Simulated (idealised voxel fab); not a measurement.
A process module follows: voxel self aligned contacts.
Section cut is 160 nm wide and gridded with 5 nm square cells.
Notation: cross-section as square-cell grid; stated in bands, top first, going down; one or more cell rows per band. Basically the band line says how high the top is and how high the bottom is, in nm, and then what's in it from left to right, every material with its width in nm. Empty space shows up as "air", and if a single material carries "all across" it runs the full band edge to edge. A quick word on heights: they are counted from 0, and under that level the wafer as it came to us is one material throughout. The lowest band is different from the rest in having no bottom; it simply continues downward, written as in "z 0 and below". You'd read "30->40" like this: the band's top row of cells is as wide as the first number, its bottom row is as wide as the second, and going down, every row changes width by the same amount as the row before did. The designation "nothing was modified", where it is given for a processing step, indicates that no cell of the cross-section was altered in the course of that step. Basically, "Closed void roster" tells you about the enclosed voids: empty spaces with no open way to the top, 8 cells or bigger, each written width x height at distance, where distance is from the left edge, all in nm. Note: text after step settings on the step line = simulator remark on that step. A step line may carry the setting "overlay nm", which, for steps involving a mask, states the distance by which the mask lay to the right of its intended position; negative values denote displacement to the left.
Below is the list of planned process steps:
1: RECEIVE (material Si)
2: OXIDIZE (depth nm 5)
3: DIRECTIONAL_DEP (material polySi; thk nm 30)
4: DIRECTIONAL_DEP (material SiN; thk nm 25)
5: PATTERN (tone cover; mask id GATE; material resist; width nm 35; pitch nm 70; thk nm 20; overlay nm 0)
6: DIRECTIONAL_ETCH (etch materials SiN; depth nm 25)
7: DIRECTIONAL_ETCH (etch materials polySi; depth nm 30)
8: STRIP (etch materials resist)
9: CONFORMAL_DEP (material SiN; thk nm 5)
10: DIRECTIONAL_ETCH (etch materials SiN; depth nm 10)
11: FILL_DEP (material SiO2; thk nm 15)
12: CMP (height nm 65)
13: DIRECTIONAL_DEP (material aC; thk nm 15)
14: PATTERN (tone open; mask id CONTACT; material resist; width nm 45; thk nm 35; overlay nm 0)
15: DIRECTIONAL_ETCH (etch materials aC; depth nm 15)
16: STRIP (etch materials resist)
17: DIRECTIONAL_ETCH (etch materials SiO2; depth nm 70)
18: STRIP (etch materials aC)
19: CONFORMAL_DEP (material TiN; thk nm 5)
20: FILL_DEP (material W; thk nm 10)
21: CMP (height nm 65)
22: CONFORMAL_DEP (material SiN; thk nm 5)
The plan shows the thk nm of step 9 as the first wafer had it; this setting differs between the wafers, which start out alike.
Here's the first of the wafers in cross-section, just as we got it, i.e. after step 1:
- z 0 and below  Si all across
- Closed void roster: none
Basically each wafer gets a line in the table, showing it at the end of the module: material by material, the cells it gained (+) or lost (-) since we got it, then its closed voids:
thk nm 5 | -32 Si | +128 SiN | +186 SiO2 | +35 TiN | +47 W | +84 polySi | Closed void roster: none
thk nm 10 | -32 Si | +190 SiN | +152 SiO2 | +35 TiN | +19 W | +84 polySi | Closed void roster: none
thk nm 15 | -32 Si | +266 SiN | +110 SiO2 | +20 TiN | +84 polySi | Closed void roster: none
thk nm 20 | -32 Si | +331 SiN | +65 SiO2 | +84 polySi | Closed void roster: none
thk nm 25 | -32 Si | +354 SiN | +42 SiO2 | +84 polySi | Closed void roster: none
